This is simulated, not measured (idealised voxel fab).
process module | voxel transistor to metal
cross-section cut | 300 nm wide | cells 5 nm
A cross-section is a grid of square cells, given in bands from the top down. A band is one or more rows of cells.
Each band's line starts with the height of the band's top and of its bottom, in nm. Then come its materials from left to right, each with its width in nm. One material with "throughout" fills the band from edge to edge. "air" is empty space.
Height 0 is the level under which the wafer as received is all one material. The lowest band goes on downwards, as in "0 down".
A width such as "30 to 40" changes by the same amount from each row of cells to the next, from the band's top row to its bottom row.
"no change" after a step means that no cell of the cross-section changed.
closed voids: empty space of 8 cells or more with no open way to the top, each as width x height at its distance from the left edge, in nm
after a step's settings: what the simulator itself notes on the step
overlay nm, on a step with a mask: how far to the right of its planned place the mask lay; to the left if negative
plan
1 op RECEIVE | material Si
2 op CONFORMAL_DEP | material SiO2 | thk nm 5
3 op CONFORMAL_DEP | material SiN | thk nm 15
4 op MASKED_ETCH | tone cover | mask id ACTIVE | width nm 115 | pitch nm 140 | etch materials SiN | depth nm 15 | overlay nm 0
5 op MASKED_ETCH | tone cover | mask id ACTIVE | width nm 115 | pitch nm 140 | etch materials SiO2 | depth nm 5 | overlay nm 0
6 op MASKED_ETCH | tone cover | mask id ACTIVE | width nm 115 | pitch nm 140 | etch materials Si | depth nm 25 | overlay nm 0
7 op FILL_DEP | material SiO2 | thk nm 5
8 op CMP | height nm 20
9 op SELECTIVE_ETCH | etch materials SiO2 | depth nm 15
10 op STRIP | etch materials SiN
11 op SELECTIVE_ETCH | etch materials SiO2 | depth nm 5
12 op OXIDIZE | depth nm 5
13 op DIRECTIONAL_DEP | material polySi | thk nm 25
14 op DIRECTIONAL_DEP | material SiCN | thk nm 15
15 op DIRECTIONAL_DEP | material aC | thk nm 15
16 op PATTERN | tone cover | mask id GATE | material resist | width nm 35 | pitch nm 140 | thk nm 30 | overlay nm 0
17 op DIRECTIONAL_ETCH | etch materials aC | depth nm 15
18 op STRIP | etch materials resist
19 op DIRECTIONAL_ETCH | etch materials SiCN | depth nm 25
20 op DIRECTIONAL_ETCH | etch materials polySi | depth nm 35
21 op STRIP | etch materials aC
22 op CONFORMAL_DEP | material SiO2 | thk nm 5
23 op DIRECTIONAL_ETCH | etch materials SiO2 | depth nm 5
24 op CONFORMAL_DEP | material SiN | thk nm 10
25 op DIRECTIONAL_ETCH | etch materials SiN | depth nm 10
26 op DIRECTIONAL_ETCH | etch materials SiO2 | depth nm 5
27 op EPI | material nSi | thk nm 5
28 op FILL_DEP | material SiO2 | thk nm 10
29 op CMP | height nm 25
30 op STRIP | etch materials polySi
31 op SELECTIVE_ETCH | etch materials SiO2 | depth nm 5
32 op CONFORMAL_DEP | material HfO2 | thk nm 5
33 op CONFORMAL_DEP | material TiN | thk nm 5
34 op FILL_DEP | material W | thk nm 5
35 op CMP | height nm 20
36 op DIRECTIONAL_DEP | material SiO2 | thk nm 15
37 op DIRECTIONAL_DEP | material aC | thk nm 10
38 op PATTERN | tone open | mask id CONTACT | material resist | width nm 15 | thk nm 25 | overlay nm 0
39 op DIRECTIONAL_ETCH | etch materials aC | depth nm 10
40 op STRIP | etch materials resist
41 op DIRECTIONAL_ETCH | etch materials SiO2 | depth nm 35
42 op STRIP | etch materials aC
43 op CONFORMAL_DEP | material TiN | thk nm 5
44 op FILL_DEP | material W | thk nm 5
45 op CMP | height nm 35
46 op DIRECTIONAL_DEP | material TiN | thk nm 5
47 op DIRECTIONAL_DEP | material W | thk nm 25
48 op DIRECTIONAL_DEP | material aC | thk nm 15
49 op PATTERN | tone cover | mask id METAL_1 | material resist | width nm 15 | thk nm 35 | overlay nm 0
50 op DIRECTIONAL_ETCH | etch materials aC | depth nm 15
51 op STRIP | etch materials resist
52 op DIRECTIONAL_ETCH | etch materials W | depth nm 25
53 op DIRECTIONAL_ETCH | etch materials TiN | depth nm 5
54 op STRIP | etch materials aC
55 op FILL_DEP | material SiO2 | thk nm 10
56 op CMP | height nm 65
57 op CONFORMAL_DEP | material SiN | thk nm 5
as received, after step 1
  0 down: Si throughout
  closed voids: none
first wafer at the end, as planned
  70 to 65: SiN throughout
  65 to 40: SiO2 30 | W 15 | SiO2 65 | W 15 | SiO2 45 | W 15 | SiO2 65 | W 15 | SiO2 35
  40 to 35: SiO2 30 | TiN 15 | SiO2 65 | TiN 15 | SiO2 45 | TiN 15 | SiO2 65 | TiN 15 | SiO2 35
  35 to 20: SiO2 30 | TiN 5 | W 5 | TiN 5 | SiO2 65 | TiN 5 | W 5 | TiN 5 | SiO2 45 | TiN 5 | W 5 | TiN 5 | SiO2 65 | TiN 5 | W 5 | TiN 5 | SiO2 35
  20 to 5: SiO2 30 | TiN 5 | W 5 | TiN 5 | SiN 10 | HfO2 5 | TiN 5 | W 25 | TiN 5 | HfO2 5 | SiN 10 | TiN 5 | W 5 | TiN 5 | SiO2 45 | TiN 5 | W 5 | TiN 5 | SiN 10 | HfO2 5 | TiN 5 | W 25 | TiN 5 | HfO2 5 | SiN 10 | TiN 5 | W 5 | TiN 5 | SiO2 35
  5 to 0: SiO2 30 | TiN 15 | SiN 10 | HfO2 5 | TiN 35 | HfO2 5 | SiN 10 | TiN 15 | SiO2 45 | TiN 15 | SiN 10 | HfO2 5 | TiN 35 | HfO2 5 | SiN 10 | TiN 15 | SiO2 35
  0 to -5: SiO2 15 | nSi 30 | SiO2 10 | HfO2 45 | SiO2 10 | nSi 30 | SiO2 15 | nSi 30 | SiO2 10 | HfO2 45 | SiO2 10 | nSi 30 | SiO2 20
  -5 to -25: SiO2 20 | Si 115 | SiO2 25 | Si 115 | SiO2 25
  -25 down: Si throughout
  closed voids: none
second wafer at the end: like start, like plan, one mistake
  70 to 65: SiN throughout
  65 to 40: SiO2 30 | W 15 | SiO2 65 | W 15 | SiO2 45 | W 15 | SiO2 65 | W 15 | SiO2 35
  40 to 35: SiO2 30 | TiN 15 | SiO2 65 | TiN 15 | SiO2 45 | TiN 15 | SiO2 65 | TiN 15 | SiO2 35
  35 to 20: SiO2 30 | TiN 5 | W 5 | TiN 5 | SiO2 65 | TiN 5 | W 5 | TiN 5 | SiO2 45 | TiN 5 | W 5 | TiN 5 | SiO2 65 | TiN 5 | W 5 | TiN 5 | SiO2 35
  20 to 10: SiO2 30 | TiN 5 | W 5 | TiN 5 | SiN 10 | HfO2 5 | TiN 5 | W 25 | TiN 5 | HfO2 5 | SiN 10 | TiN 5 | W 5 | TiN 5 | SiO2 45 | TiN 5 | W 5 | TiN 5 | SiN 10 | HfO2 5 | TiN 5 | W 25 | TiN 5 | HfO2 5 | SiN 10 | TiN 5 | W 5 | TiN 5 | SiO2 35
  10 to 5: SiO2 30 | TiN 15 | SiN 10 | HfO2 5 | TiN 35 | HfO2 5 | SiN 10 | TiN 15 | SiO2 45 | TiN 15 | SiN 10 | HfO2 5 | TiN 35 | HfO2 5 | SiN 10 | TiN 15 | SiO2 35
  5 to 0: SiO2 10 | SiN 10 | SiO2 5 | nSi 20 | SiO2 10 | HfO2 45 | SiO2 10 | nSi 20 | SiO2 5 | SiN 10 | SiO2 5 | SiN 10 | SiO2 5 | nSi 20 | SiO2 10 | HfO2 45 | SiO2 10 | nSi 20 | SiO2 5 | SiN 10 | SiO2 15
  0 to -5: SiO2 30 | Si 95 | SiO2 45 | Si 95 | SiO2 35
  -5 to -25: SiO2 20 | Si 115 | SiO2 25 | Si 115 | SiO2 25
  -25 down: Si throughout
  closed voids: none
what went wrong: steps 10 and 11 were swapped
at the end the second wafer has, in cells: 4 fewer of HfO2 | 38 more of Si | 12 fewer of TiN | 14 fewer of W | 8 fewer of nSi
